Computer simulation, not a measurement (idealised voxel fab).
process module | voxel trench capacitor
cross-section cut | 175 nm wide | cells 5 nm
A cross-section is a grid of square cells, given in bands from the top down. A band is one or more rows of cells.
Each band's line starts with the height of the band's top and of its bottom, in nm. Then come its materials from left to right, each with its width in nm. One material with "throughout" fills the band from edge to edge. "air" is empty space.
Height 0 is the level under which the wafer as received is all one material. The lowest band goes on downwards, as in "0 down".
A width such as "30 to 40" changes by the same amount from each row of cells to the next, from the band's top row to its bottom row.
"no change" after a step means that no cell of the cross-section changed.
closed voids: empty space of 8 cells or more with no open way to the top, each as width x height at its distance from the left edge, in nm
after a step's settings: what the simulator itself notes on the step
overlay nm, on a step with a mask: how far to the right of its planned place the mask lay; to the left if negative
plan
1 op RECEIVE | material Si
2 op CONFORMAL_DEP | material SiN | thk nm 5
3 op DIRECTIONAL_DEP | material aC | thk nm 15
4 op PATTERN | tone open | mask id TRENCH | material resist | width nm 30 | pitch nm 60 | thk nm 35 | overlay nm 0
5 op DIRECTIONAL_ETCH | etch materials aC | depth nm 15
6 op STRIP | etch materials resist
7 op DIRECTIONAL_ETCH | etch materials SiN | depth nm 5
8 op DIRECTIONAL_ETCH | etch materials Si | depth nm 40
9 op STRIP | etch materials aC
10 op CONFORMAL_DEP | material HfO2 | thk nm 5
11 op CONFORMAL_DEP | material TiN | thk nm 5
12 op FILL_DEP | material W | thk nm 5
13 op CMP | height nm 5
first wafer, as planned
as received, after step 1
  0 down: Si throughout
  closed voids: none
after step 2
  5 to 0: SiN throughout
  below 0: unchanged
after step 3
  20 to 5: aC throughout
  below 5: unchanged
after step 4
  55 to 20: resist 40 | air 30 | resist 30 | air 30 | resist 45
  below 20: unchanged
after step 5
  40 to 20: resist 40 | air 30 | resist 30 | air 30 | resist 45
  20 to 5: aC 40 | air 30 | aC 30 | air 30 | aC 45
  below 5: unchanged
after step 6
  20 to 5: aC 40 | air 30 | aC 30 | air 30 | aC 45
  below 5: unchanged
after step 7
  20 to 5: aC 40 | air 30 | aC 30 | air 30 | aC 45
  5 to 0: SiN 40 | air 30 | SiN 30 | air 30 | SiN 45
  below 0: unchanged
after step 8
  20 to 5: aC 40 | air 30 | aC 30 | air 30 | aC 45
  5 to 0: SiN 40 | air 30 | SiN 30 | air 30 | SiN 45
  0 to -40: Si 40 | air 30 | Si 30 | air 30 | Si 45
  below -40: unchanged
after step 9
  5 to 0: SiN 40 | air 30 | SiN 30 | air 30 | SiN 45
  below 0: unchanged
after step 10
  10 to 5: HfO2 45 | air 20 | HfO2 40 | air 20 | HfO2 50
  5 to 0: SiN 40 | HfO2 5 | air 20 | HfO2 5 | SiN 30 | HfO2 5 | air 20 | HfO2 5 | SiN 45
  0 to -35: Si 40 | HfO2 5 | air 20 | HfO2 5 | Si 30 | HfO2 5 | air 20 | HfO2 5 | Si 45
  -35 to -40: Si 40 | HfO2 30 | Si 30 | HfO2 30 | Si 45
  below -40: unchanged
after step 11
  15 to 10: TiN 50 | air 10 | TiN 50 | air 10 | TiN 55
  10 to 5: HfO2 45 | TiN 5 | air 10 | TiN 5 | HfO2 40 | TiN 5 | air 10 | TiN 5 | HfO2 50
  5 to 0: SiN 40 | HfO2 5 | TiN 5 | air 10 | TiN 5 | HfO2 5 | SiN 30 | HfO2 5 | TiN 5 | air 10 | TiN 5 | HfO2 5 | SiN 45
  0 to -30: Si 40 | HfO2 5 | TiN 5 | air 10 | TiN 5 | HfO2 5 | Si 30 | HfO2 5 | TiN 5 | air 10 | TiN 5 | HfO2 5 | Si 45
  -30 to -35: Si 40 | HfO2 5 | TiN 20 | HfO2 5 | Si 30 | HfO2 5 | TiN 20 | HfO2 5 | Si 45
  below -35: unchanged
after step 12
  20 to 15: W throughout
  15 to 10: TiN 50 | W 10 | TiN 50 | W 10 | TiN 55
  10 to 5: HfO2 45 | TiN 5 | W 10 | TiN 5 | HfO2 40 | TiN 5 | W 10 | TiN 5 | HfO2 50
  5 to 0: SiN 40 | HfO2 5 | TiN 5 | W 10 | TiN 5 | HfO2 5 | SiN 30 | HfO2 5 | TiN 5 | W 10 | TiN 5 | HfO2 5 | SiN 45
  0 to -30: Si 40 | HfO2 5 | TiN 5 | W 10 | TiN 5 | HfO2 5 | Si 30 | HfO2 5 | TiN 5 | W 10 | TiN 5 | HfO2 5 | Si 45
  below -30: unchanged
after step 13
  5 to 0: SiN 40 | HfO2 5 | TiN 5 | W 10 | TiN 5 | HfO2 5 | SiN 30 | HfO2 5 | TiN 5 | W 10 | TiN 5 | HfO2 5 | SiN 45
  below 0: unchanged
second wafer: like start, like plan, one mistake. Through step 3 it matches the first wafer
when step 4 should have ended
  55 to 20: air 40 | resist 30 | air 30 | resist 30 | air 45
  below 20: unchanged
when step 5 should have ended
  40 to 20: air 40 | resist 30 | air 30 | resist 30 | air 45
  20 to 5: air 40 | aC 30 | air 30 | aC 30 | air 45
  below 5: unchanged
when step 6 should have ended
  20 to 5: air 40 | aC 30 | air 30 | aC 30 | air 45
  below 5: unchanged
when step 7 should have ended
  20 to 5: air 40 | aC 30 | air 30 | aC 30 | air 45
  5 to 0: air 40 | SiN 30 | air 30 | SiN 30 | air 45
  below 0: unchanged
when step 8 should have ended
  20 to 5: air 40 | aC 30 | air 30 | aC 30 | air 45
  5 to 0: air 40 | SiN 30 | air 30 | SiN 30 | air 45
  0 to -40: air 40 | Si 30 | air 30 | Si 30 | air 45
  below -40: unchanged
when step 9 should have ended
  5 to 0: air 40 | SiN 30 | air 30 | SiN 30 | air 45
  below 0: unchanged
when step 10 should have ended
  10 to 5: air 35 | HfO2 40 | air 20 | HfO2 40 | air 40
  5 to 0: air 35 | HfO2 5 | SiN 30 | HfO2 5 | air 20 | HfO2 5 | SiN 30 | HfO2 5 | air 40
  0 to -35: air 35 | HfO2 5 | Si 30 | HfO2 5 | air 20 | HfO2 5 | Si 30 | HfO2 5 | air 40
  -35 to -40: HfO2 40 | Si 30 | HfO2 30 | Si 30 | HfO2 45
  below -40: unchanged
when step 11 should have ended
  15 to 10: air 30 | TiN 50 | air 10 | TiN 50 | air 35
  10 to 5: air 30 | TiN 5 | HfO2 40 | TiN 5 | air 10 | TiN 5 | HfO2 40 | TiN 5 | air 35
  5 to 0: air 30 | TiN 5 | HfO2 5 | SiN 30 | HfO2 5 | TiN 5 | air 10 | TiN 5 | HfO2 5 | SiN 30 | HfO2 5 | TiN 5 | air 35
  0 to -30: air 30 | TiN 5 | HfO2 5 | Si 30 | HfO2 5 | TiN 5 | air 10 | TiN 5 | HfO2 5 | Si 30 | HfO2 5 | TiN 5 | air 35
  -30 to -35: TiN 35 | HfO2 5 | Si 30 | HfO2 5 | TiN 20 | HfO2 5 | Si 30 | HfO2 5 | TiN 40
  below -35: unchanged
when step 12 should have ended
  20 to 15: W throughout
  15 to 10: W 30 | TiN 50 | W 10 | TiN 50 | W 35
  10 to 5: W 30 | TiN 5 | HfO2 40 | TiN 5 | W 10 | TiN 5 | HfO2 40 | TiN 5 | W 35
  5 to 0: W 30 | TiN 5 | HfO2 5 | SiN 30 | HfO2 5 | TiN 5 | W 10 | TiN 5 | HfO2 5 | SiN 30 | HfO2 5 | TiN 5 | W 35
  0 to -30: W 30 | TiN 5 | HfO2 5 | Si 30 | HfO2 5 | TiN 5 | W 10 | TiN 5 | HfO2 5 | Si 30 | HfO2 5 | TiN 5 | W 35
  below -30: unchanged
when step 13 should have ended
  5 to 0: W 30 | TiN 5 | HfO2 5 | SiN 30 | HfO2 5 | TiN 5 | W 10 | TiN 5 | HfO2 5 | SiN 30 | HfO2 5 | TiN 5 | W 35
  below 0: unchanged
what went wrong: step 4 ran as: op PATTERN | tone cover | mask id TRENCH | material resist | width nm 30 | pitch nm 60 | thk nm 35 | overlay nm 0
at the end the second wafer has, in cells: 11 more of HfO2 | 88 fewer of Si | 11 fewer of SiN | 11 more of TiN | 77 more of W
